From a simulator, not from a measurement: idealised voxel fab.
The process module presented herein is designated voxel self aligned vias.
The width of the displayed cross-section, cut, is 240 nm; its cells are square, with a size of 5 nm.
Think of the cross-section as a grid of square cells. We describe it in bands, top to bottom, and each band covers one or more rows of those cells.
Within each band entry, the heights of the top and of the bottom of the band appear first, in that order and in nm; the materials of the band then follow from left to right, each with its corresponding width in nm. The designation "throughout" on a single material indicates that it fills the band from edge to edge; the designation "air" indicates empty space.
All heights in this document are referenced to 0, defined as the level beneath which the wafer, as received, consists entirely of one material. The lowest band is not bounded below; it extends indefinitely downward and is written in the form "z 0 and below".
Note: "30 to 40" means the width goes from the first number (top row of the band) to the second number (bottom row) in equal steps per row of cells.
Key: "no modification" - step with no changed cell in the cross-section.
"Enclosed empty spaces" contains a list of empty spaces, each no smaller than 8 cells and without an open way to the top, written in the form width x height at distance with the distance from the left edge and all three in nm.
Where a step's line continues beyond its settings, the continuation is a remark by the simulator itself on that step.
overlay nm, on a step with a mask: how far to the right of its planned place the mask lay; to the left if negative

PROCESS STEPS FORESEEN IN THE PLAN
step 1: RECEIVE (material Si)
step 2: CONFORMAL_DEP (material SiO2; thk nm 15)
step 3: CONFORMAL_DEP (material SiCN; thk nm 5)
step 4: DIRECTIONAL_DEP (material lowk; thk nm 25)
step 5: MASKED_ETCH (tone open; mask id LINES; width nm 30; pitch nm 65; etch materials lowk; depth nm 25; overlay nm 0)
step 6: CONFORMAL_DEP (material TiN; thk nm 5)
step 7: FILL_DEP (material W; thk nm 10)
step 8: CMP (height nm 45)
step 9: SELECTIVE_ETCH (etch materials W Ru TiN; depth nm 10)
step 10: FILL_DEP (material SiN; thk nm 5)
step 11: CMP (height nm 45)
step 12: DIRECTIONAL_DEP (material lowk; thk nm 20)
step 13: PATTERN (tone open; mask id VIAS; material resist; width nm 40; pitch nm 65; thk nm 15; overlay nm 0)
step 14: DIRECTIONAL_ETCH (etch materials lowk; depth nm 20)
step 15: DIRECTIONAL_ETCH (etch materials SiN; depth nm 10)
step 16: STRIP (etch materials resist)
step 17: CONFORMAL_DEP (material TiN; thk nm 5)
step 18: FILL_DEP (material Cu; thk nm 5)
step 19: CMP (height nm 65)
step 20: CONFORMAL_DEP (material SiCN; thk nm 5)

BELOW: THE FIRST OF TWO WAFERS, RUN AS PLANNED

HERE'S WHAT THE WAFER LOOKED LIKE IN CROSS-SECTION WHEN IT ARRIVED - THAT'S AFTER STEP 1
z 0 and below = Si throughout
Enclosed empty spaces: none

SO THIS IS THE WAFER CROSS-SECTION RIGHT AFTER STEP 2
z 15 to 0 = SiO2 throughout
Lower than 0, everything is as it was.

SO THIS IS THE WAFER CROSS-SECTION RIGHT AFTER STEP 3
z 20 to 15 = SiCN throughout
Lower than 15, everything is as it was.

SO THIS IS THE WAFER CROSS-SECTION RIGHT AFTER STEP 4
z 45 to 20 = lowk throughout
Lower than 20, everything is as it was.

SO THIS IS THE WAFER CROSS-SECTION RIGHT AFTER STEP 5
z 45 to 20 = lowk: 40  air: 30  lowk: 35  air: 30  lowk: 35  air: 30  lowk: 40
Lower than 20, everything is as it was.

SO THIS IS THE WAFER CROSS-SECTION RIGHT AFTER STEP 6
z 50 to 45 = TiN: 45  air: 20  TiN: 45  air: 20  TiN: 45  air: 20  TiN: 45
z 45 to 25 = lowk: 40  TiN: 5  air: 20  TiN: 5  lowk: 35  TiN: 5  air: 20  TiN: 5  lowk: 35  TiN: 5  air: 20  TiN: 5  lowk: 40
z 25 to 20 = lowk: 40  TiN: 30  lowk: 35  TiN: 30  lowk: 35  TiN: 30  lowk: 40
Lower than 20, everything is as it was.

SO THIS IS THE WAFER CROSS-SECTION RIGHT AFTER STEP 7
z 60 to 50 = W throughout
z 50 to 45 = TiN: 45  W: 20  TiN: 45  W: 20  TiN: 45  W: 20  TiN: 45
z 45 to 25 = lowk: 40  TiN: 5  W: 20  TiN: 5  lowk: 35  TiN: 5  W: 20  TiN: 5  lowk: 35  TiN: 5  W: 20  TiN: 5  lowk: 40
Lower than 25, everything is as it was.

SO THIS IS THE WAFER CROSS-SECTION RIGHT AFTER STEP 8
z 45 to 25 = lowk: 40  TiN: 5  W: 20  TiN: 5  lowk: 35  TiN: 5  W: 20  TiN: 5  lowk: 35  TiN: 5  W: 20  TiN: 5  lowk: 40
Lower than 25, everything is as it was.

SO THIS IS THE WAFER CROSS-SECTION RIGHT AFTER STEP 9
z 45 to 35 = lowk: 40  air: 30  lowk: 35  air: 30  lowk: 35  air: 30  lowk: 40
Lower than 35, everything is as it was.

SO THIS IS THE WAFER CROSS-SECTION RIGHT AFTER STEP 10
z 50 to 45 = SiN throughout
z 45 to 35 = lowk: 40  SiN: 30  lowk: 35  SiN: 30  lowk: 35  SiN: 30  lowk: 40
Lower than 35, everything is as it was.

SO THIS IS THE WAFER CROSS-SECTION RIGHT AFTER STEP 11
z 45 to 35 = lowk: 40  SiN: 30  lowk: 35  SiN: 30  lowk: 35  SiN: 30  lowk: 40
Lower than 35, everything is as it was.

SO THIS IS THE WAFER CROSS-SECTION RIGHT AFTER STEP 12
z 65 to 45 = lowk throughout
Lower than 45, everything is as it was.

SO THIS IS THE WAFER CROSS-SECTION RIGHT AFTER STEP 13
z 80 to 65 = resist: 35  air: 40  resist: 25  air: 40  resist: 25  air: 40  resist: 35
Lower than 65, everything is as it was.

SO THIS IS THE WAFER CROSS-SECTION RIGHT AFTER STEP 14
z 80 to 65 = resist: 35  air: 40  resist: 25  air: 40  resist: 25  air: 40  resist: 35
z 65 to 45 = lowk: 35  air: 40  lowk: 25  air: 40  lowk: 25  air: 40  lowk: 35
Lower than 45, everything is as it was.

SO THIS IS THE WAFER CROSS-SECTION RIGHT AFTER STEP 15
z 80 to 65 = resist: 35  air: 40  resist: 25  air: 40  resist: 25  air: 40  resist: 35
z 65 to 45 = lowk: 35  air: 40  lowk: 25  air: 40  lowk: 25  air: 40  lowk: 35
z 45 to 35 = lowk: 40  air: 30  lowk: 35  air: 30  lowk: 35  air: 30  lowk: 40
Lower than 35, everything is as it was.

SO THIS IS THE WAFER CROSS-SECTION RIGHT AFTER STEP 16
z 65 to 45 = lowk: 35  air: 40  lowk: 25  air: 40  lowk: 25  air: 40  lowk: 35
Lower than 45, everything is as it was.

SO THIS IS THE WAFER CROSS-SECTION RIGHT AFTER STEP 17
z 70 to 65 = TiN: 40  air: 30  TiN: 35  air: 30  TiN: 35  air: 30  TiN: 40
z 65 to 50 = lowk: 35  TiN: 5  air: 30  TiN: 5  lowk: 25  TiN: 5  air: 30  TiN: 5  lowk: 25  TiN: 5  air: 30  TiN: 5  lowk: 35
z 50 to 40 = lowk: 35 to 40  TiN: 10 to 5  air: 20  TiN: 10 to 5  lowk: 25 to 35  TiN: 10 to 5  air: 20  TiN: 10 to 5  lowk: 25 to 35  TiN: 10 to 5  air: 20  TiN: 10 to 5  lowk: 35 to 40
z 40 to 35 = lowk: 40  TiN: 30  lowk: 35  TiN: 30  lowk: 35  TiN: 30  lowk: 40
Lower than 35, everything is as it was.

SO THIS IS THE WAFER CROSS-SECTION RIGHT AFTER STEP 18
z 75 to 70 = Cu throughout
z 70 to 65 = TiN: 40  Cu: 30  TiN: 35  Cu: 30  TiN: 35  Cu: 30  TiN: 40
z 65 to 50 = lowk: 35  TiN: 5  Cu: 30  TiN: 5  lowk: 25  TiN: 5  Cu: 30  TiN: 5  lowk: 25  TiN: 5  Cu: 30  TiN: 5  lowk: 35
z 50 to 40 = lowk: 35 to 40  TiN: 10 to 5  Cu: 20  TiN: 10 to 5  lowk: 25 to 35  TiN: 10 to 5  Cu: 20  TiN: 10 to 5  lowk: 25 to 35  TiN: 10 to 5  Cu: 20  TiN: 10 to 5  lowk: 35 to 40
Lower than 40, everything is as it was.

SO THIS IS THE WAFER CROSS-SECTION RIGHT AFTER STEP 19
z 65 to 50 = lowk: 35  TiN: 5  Cu: 30  TiN: 5  lowk: 25  TiN: 5  Cu: 30  TiN: 5  lowk: 25  TiN: 5  Cu: 30  TiN: 5  lowk: 35
Lower than 50, everything is as it was.

SO THIS IS THE WAFER CROSS-SECTION RIGHT AFTER STEP 20
z 70 to 65 = SiCN throughout
Lower than 65, everything is as it was.

THE REMAINING WAFER, SECOND OF THE TWO, STARTED LIKE THE FIRST AND WAS RUN TO THE SAME PLAN, EXCEPT THAT ONE MISTAKE WAS MADE ALONG THE WAY; THE TWO COINCIDE THROUGH STEP 12, INCLUSIVE

SECOND WAFER PROFILE IN SECTION, AT THE MOMENT STEP 13 OF THE PLAN WAS MEANT TO BE COMPLETE
z 80 to 65 = air: 35  resist: 40  air: 25  resist: 40  air: 25  resist: 40  air: 35
Lower than 65, everything is as it was.

SECOND WAFER PROFILE IN SECTION, AT THE MOMENT STEP 14 OF THE PLAN WAS MEANT TO BE COMPLETE
z 80 to 65 = air: 35  resist: 40  air: 25  resist: 40  air: 25  resist: 40  air: 35
z 65 to 45 = air: 35  lowk: 40  air: 25  lowk: 40  air: 25  lowk: 40  air: 35
Lower than 45, everything is as it was.

Second wafer profile in section, at the moment step 15 of the plan was meant to be complete: no modification

SECOND WAFER PROFILE IN SECTION, AT THE MOMENT STEP 16 OF THE PLAN WAS MEANT TO BE COMPLETE
z 65 to 45 = air: 35  lowk: 40  air: 25  lowk: 40  air: 25  lowk: 40  air: 35
Lower than 45, everything is as it was.

SECOND WAFER PROFILE IN SECTION, AT THE MOMENT STEP 17 OF THE PLAN WAS MEANT TO BE COMPLETE
z 70 to 65 = air: 30  TiN: 50  air: 15  TiN: 50  air: 15  TiN: 50  air: 30
z 65 to 50 = air: 30  TiN: 5  lowk: 40  TiN: 5  air: 15  TiN: 5  lowk: 40  TiN: 5  air: 15  TiN: 5  lowk: 40  TiN: 5  air: 30
z 50 to 45 = TiN: 35  lowk: 40  TiN: 25  lowk: 40  TiN: 25  lowk: 40  TiN: 35
Lower than 45, everything is as it was.

SECOND WAFER PROFILE IN SECTION, AT THE MOMENT STEP 18 OF THE PLAN WAS MEANT TO BE COMPLETE
z 75 to 70 = Cu throughout
z 70 to 65 = Cu: 30  TiN: 50  Cu: 15  TiN: 50  Cu: 15  TiN: 50  Cu: 30
z 65 to 50 = Cu: 30  TiN: 5  lowk: 40  TiN: 5  Cu: 15  TiN: 5  lowk: 40  TiN: 5  Cu: 15  TiN: 5  lowk: 40  TiN: 5  Cu: 30
Lower than 50, everything is as it was.

SECOND WAFER PROFILE IN SECTION, AT THE MOMENT STEP 19 OF THE PLAN WAS MEANT TO BE COMPLETE
z 65 to 50 = Cu: 30  TiN: 5  lowk: 40  TiN: 5  Cu: 15  TiN: 5  lowk: 40  TiN: 5  Cu: 15  TiN: 5  lowk: 40  TiN: 5  Cu: 30
Lower than 50, everything is as it was.

SECOND WAFER PROFILE IN SECTION, AT THE MOMENT STEP 20 OF THE PLAN WAS MEANT TO BE COMPLETE
z 70 to 65 = SiCN throughout
Lower than 65, everything is as it was.
Diagnosis: rather than as planned, step 13 actually ran as PATTERN (tone cover; mask id VIAS; material resist; width nm 40; pitch nm 65; thk nm 15; overlay nm 0)
at the end the second wafer has, in cells: Cu: 24 fewer | SiN: 36 more | TiN: 12 fewer
